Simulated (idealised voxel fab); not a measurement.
The name of this process module is voxel fin reveal.
Square cells of 5 nm make up the cross-section cut, whose width is 270 nm.
If you're reading a cross-section in this doc, picture square cells in a grid; it comes to you as bands, top ones listed first down to the bottom, and a band can be one or more rows of cells. Each band's line starts with the height of the band's top and of its bottom, in nm. Then come its materials from left to right, each with its width in nm. One material with "all across" fills the band from edge to edge. "air" is empty space. For the purposes of this specification, 0 denotes the height below which the wafer in its as-received condition is composed wholly of one material, and the lowermost band, lacking a lower limit, extends downward without end, as expressed in "z 0 and below". Width "30..40": first value at the band's top row of cells, second value at its bottom row, equal change from row to row. For the purposes of this document, the phrase "all unchanged" attached to a step denotes that no cell within the cross-section was modified by that step. "Enclosed cavity list" - sealed voids, min. 8 cells, no opening to top; format: width x height at distance (distance from left edge; nm throughout). after a step's settings: what the simulator itself notes on the step. A step's line can hold "overlay nm"; with a mask on that step, the setting says how far right of the planned place the mask lay, while a negative setting says it lay to the left.

[Below is the list of planned process steps]
| 1 | RECEIVE | material Si |
| 2 | CONFORMAL_DEP | material SiN | thk nm 10 |
| 3 | PATTERN | tone cover | mask id FINS | material resist | width nm 15 | pitch nm 45 | thk nm 20 | overlay nm 0 |
| 4 | DIRECTIONAL_ETCH | etch materials SiN | depth nm 10 |
| 5 | DIRECTIONAL_ETCH | etch materials Si | depth nm 40 |
| 6 | STRIP | etch materials resist |
| 7 | OXIDIZE | depth nm 5 |
| 8 | FILL_DEP | material SiO2 | thk nm 15 |
| 9 | CMP | height nm 10 |
| 10 | SELECTIVE_ETCH | etch materials SiO2 | depth nm 40 |
| 11 | STRIP | etch materials SiN |
| 12 | CONFORMAL_DEP | material SiO2 | thk nm 5 |

[On the first of the two wafers: run conducted according to plan]

[Step 1 complete: cross-section of the wafer as received]
	z 0 and below: Si all across
	Enclosed cavity list: none

[After step 2: wafer cross-section]
	z 10 to 0: SiN all across
	Below 0, no change.

[After step 3: wafer cross-section]
	z 30 to 10: air=105, resist=15, air=30, resist=15, air=105
	Below 10, no change.

[After step 4: wafer cross-section]
	z 30 to 10: air=105, resist=15, air=30, resist=15, air=105
	z 10 to 0: air=105, SiN=15, air=30, SiN=15, air=105
	Below 0, no change.

[After step 5: wafer cross-section]
	z 30 to 10: air=105, resist=15, air=30, resist=15, air=105
	z 10 to 0: air=105, SiN=15, air=30, SiN=15, air=105
	z 0 to -40: air=105, Si=15, air=30, Si=15, air=105
	Below -40, no change.

[After step 6: wafer cross-section]
	z 10 to 0: air=105, SiN=15, air=30, SiN=15, air=105
	Below 0, no change.

[After step 7: wafer cross-section]
	z 10 to 0: air=105, SiN=15, air=30, SiN=15, air=105
	z 0 to -40: air=105, SiO2=5, Si=5, SiO2=5, air=30, SiO2=5, Si=5, SiO2=5, air=105
	z -40 to -45: SiO2=110, Si=5, SiO2=40, Si=5, SiO2=110
	Below -45, no change.

[After step 8: wafer cross-section]
	z 25 to 10: SiO2 all across
	z 10 to 0: SiO2=105, SiN=15, SiO2=30, SiN=15, SiO2=105
	z 0 to -45: SiO2=110, Si=5, SiO2=40, Si=5, SiO2=110
	Below -45, no change.

[After step 9: wafer cross-section]
	z 10 to 0: SiO2=105, SiN=15, SiO2=30, SiN=15, SiO2=105
	Below 0, no change.

[After step 10: wafer cross-section]
	z 10 to 0: air=105, SiN=15, air=30, SiN=15, air=105
	z 0 to -30: air=110, Si=5, air=40, Si=5, air=110
	Below -30, no change.

[After step 11: wafer cross-section]
	z 0 to -30: air=110, Si=5, air=40, Si=5, air=110
	Below -30, no change.

[After step 12: wafer cross-section]
	z 5 to 0: air=105, SiO2=15, air=30, SiO2=15, air=105
	z 0 to -25: air=105, SiO2=5, Si=5, SiO2=5, air=30, SiO2=5, Si=5, SiO2=5, air=105
	z -25 to -45: SiO2=110, Si=5, SiO2=40, Si=5, SiO2=110
	Below -45, no change.

[What follows concerns the second wafer, which started out like the first and was meant to follow the very same plan; one mistake crept in when it was run, but everything up to and including step 4 is the same as for the first wafer]

[Second wafer at the planned finish of step 5, seen in cross-section]
	z 30 to 10: air=105, resist=15, air=30, resist=15, air=105
	z 10 to 0: air=105, SiN=15, air=30, SiN=15, air=105
	z 0 to -35: air=105, Si=15, air=30, Si=15, air=105
	Below -35, no change.

[Second wafer at the planned finish of step 6, seen in cross-section]
	z 10 to 0: air=105, SiN=15, air=30, SiN=15, air=105
	Below 0, no change.

[Second wafer at the planned finish of step 7, seen in cross-section]
	z 10 to 0: air=105, SiN=15, air=30, SiN=15, air=105
	z 0 to -35: air=105, SiO2=5, Si=5, SiO2=5, air=30, SiO2=5, Si=5, SiO2=5, air=105
	z -35 to -40: SiO2=110, Si=5, SiO2=40, Si=5, SiO2=110
	Below -40, no change.

[Second wafer at the planned finish of step 8, seen in cross-section]
	z 25 to 10: SiO2 all across
	z 10 to 0: SiO2=105, SiN=15, SiO2=30, SiN=15, SiO2=105
	z 0 to -40: SiO2=110, Si=5, SiO2=40, Si=5, SiO2=110
	Below -40, no change.

[Second wafer at the planned finish of step 9, seen in cross-section]
	z 10 to 0: SiO2=105, SiN=15, SiO2=30, SiN=15, SiO2=105
	Below 0, no change.

[Second wafer at the planned finish of step 10, seen in cross-section]
	z 10 to 0: air=105, SiN=15, air=30, SiN=15, air=105
	z 0 to -30: air=110, Si=5, air=40, Si=5, air=110
	Below -30, no change.

[Second wafer at the planned finish of step 11, seen in cross-section]
	z 0 to -30: air=110, Si=5, air=40, Si=5, air=110
	Below -30, no change.

[Second wafer at the planned finish of step 12, seen in cross-section]
	z 5 to 0: air=105, SiO2=15, air=30, SiO2=15, air=105
	z 0 to -25: air=105, SiO2=5, Si=5, SiO2=5, air=30, SiO2=5, Si=5, SiO2=5, air=105
	z -25 to -40: SiO2=110, Si=5, SiO2=40, Si=5, SiO2=110
	Below -40, no change.
Error vs. plan: step 5 went in with a setting other than planned; the actual run was DIRECTIONAL_ETCH | etch materials Si | depth nm 35
Final comparison by cell count, materials where the second wafer has more or fewer than the first: Si +52, SiO2 -52
